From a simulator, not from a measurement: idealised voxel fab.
process module | voxel wiring stack
cross-section cut | 195 nm wide | cells 5 nm
A cross-section is a grid of square cells, given in bands from the top down. A band is one or more rows of cells.
Each band's line starts with the height of the band's top and of its bottom, in nm. Then come its materials from left to right, each with its width in nm. One material with "throughout" fills the band from edge to edge. "air" is empty space.
Height 0 is the level under which the wafer as received is all one material. The lowest band goes on downwards, as in "0 down".
A width such as "30 to 40" changes by the same amount from each row of cells to the next, from the band's top row to its bottom row.
"no change" after a step means that no cell of the cross-section changed.
closed voids: empty space of 8 cells or more with no open way to the top, each as width x height at its distance from the left edge, in nm
after a step's settings: what the simulator itself notes on the step
overlay nm, on a step with a mask: how far to the right of its planned place the mask lay; to the left if negative
plan
1 op RECEIVE | material Si
2 op CONFORMAL_DEP | material SiO2 | thk nm 15
3 op DIRECTIONAL_DEP | material TiN | thk nm 5
4 op DIRECTIONAL_DEP | material Ru | thk nm 25
5 op PATTERN | tone cover | mask id METAL_1 | material resist | width nm 30 | pitch nm 45 | thk nm 20 | overlay nm 0
6 op DIRECTIONAL_ETCH | etch materials Ru | depth nm 25
7 op DIRECTIONAL_ETCH | etch materials TiN | depth nm 5
8 op STRIP | etch materials resist
9 op CONFORMAL_DEP | material SiN | thk nm 5
10 op FILL_DEP | material lowk | thk nm 10
11 op CMP | height nm 45
12 op CONFORMAL_DEP | material SiCN | thk nm 5
13 op DIRECTIONAL_DEP | material lowk | thk nm 15
14 op PATTERN | tone open | mask id PLUG_1 | material resist | width nm 15 | pitch nm 90 | thk nm 15 | overlay nm 0
15 op DIRECTIONAL_ETCH | etch materials lowk | depth nm 15
16 op DIRECTIONAL_ETCH | etch materials SiCN | depth nm 5
17 op STRIP | etch materials resist
18 op CONFORMAL_DEP | material TiN | thk nm 5
19 op FILL_DEP | material Cu | thk nm 10
20 op CMP | height nm 65
21 op CONFORMAL_DEP | material SiCN | thk nm 5
22 op DIRECTIONAL_DEP | material SiO2 | thk nm 15
23 op MASKED_ETCH | tone open | mask id METAL_2 | width nm 30 | pitch nm 45 | etch materials SiO2 | depth nm 15 | overlay nm 0
24 op MASKED_ETCH | tone open | mask id METAL_2 | width nm 30 | pitch nm 45 | etch materials SiCN | depth nm 5 | overlay nm -15
25 op CONFORMAL_DEP | material TiN | thk nm 5
26 op FILL_DEP | material W | thk nm 5
27 op CMP | height nm 85
28 op CONFORMAL_DEP | material SiCN | thk nm 5
29 op DIRECTIONAL_DEP | material lowk | thk nm 35
30 op PATTERN | tone open | mask id METAL_3 | material resist | width nm 30 | pitch nm 45 | thk nm 15 | overlay nm 0
31 op DIRECTIONAL_ETCH | etch materials lowk | depth nm 20
32 op STRIP | etch materials resist
33 op PATTERN | tone open | mask id METAL_3_HOLES | material resist | width nm 15 | pitch nm 90 | thk nm 20 | overlay nm 0
34 op DIRECTIONAL_ETCH | etch materials lowk | depth nm 15
35 op DIRECTIONAL_ETCH | etch materials SiCN | depth nm 5
36 op STRIP | etch materials resist
37 op CONFORMAL_DEP | material TiN | thk nm 5
38 op FILL_DEP | material Cu | thk nm 10
39 op CMP | height nm 125
40 op CONFORMAL_DEP | material SiCN | thk nm 5
varied across the wafers: overlay nm of step 24. The plan shows the first wafer's value. All wafers start alike
first wafer as received, after step 1
  0 down: Si throughout
  closed voids: none
each wafer at the end: cells of each material gained (+) or lost (-) since it was received, then its closed voids
overlay nm -15 | +50 Cu | +90 Ru | +135 SiCN | +51 SiN | +180 SiO2 | +124 TiN | +27 W | +357 lowk | closed voids: none
overlay nm -10 | +50 Cu | +90 Ru | +132 SiCN | +51 SiN | +180 SiO2 | +124 TiN | +30 W | +357 lowk | closed voids: none
overlay nm -5 | +50 Cu | +90 Ru | +129 SiCN | +51 SiN | +180 SiO2 | +124 TiN | +33 W | +357 lowk | closed voids: none
overlay nm 0 | +50 Cu | +90 Ru | +126 SiCN | +51 SiN | +180 SiO2 | +124 TiN | +36 W | +357 lowk | closed voids: none
overlay nm 5 | +50 Cu | +90 Ru | +129 SiCN | +51 SiN | +180 SiO2 | +124 TiN | +33 W | +357 lowk | closed voids: none
overlay nm 10 | +50 Cu | +90 Ru | +132 SiCN | +51 SiN | +180 SiO2 | +124 TiN | +30 W | +357 lowk | closed voids: none
overlay nm 15 | +50 Cu | +90 Ru | +135 SiCN | +51 SiN | +180 SiO2 | +124 TiN | +27 W | +357 lowk | closed voids: none
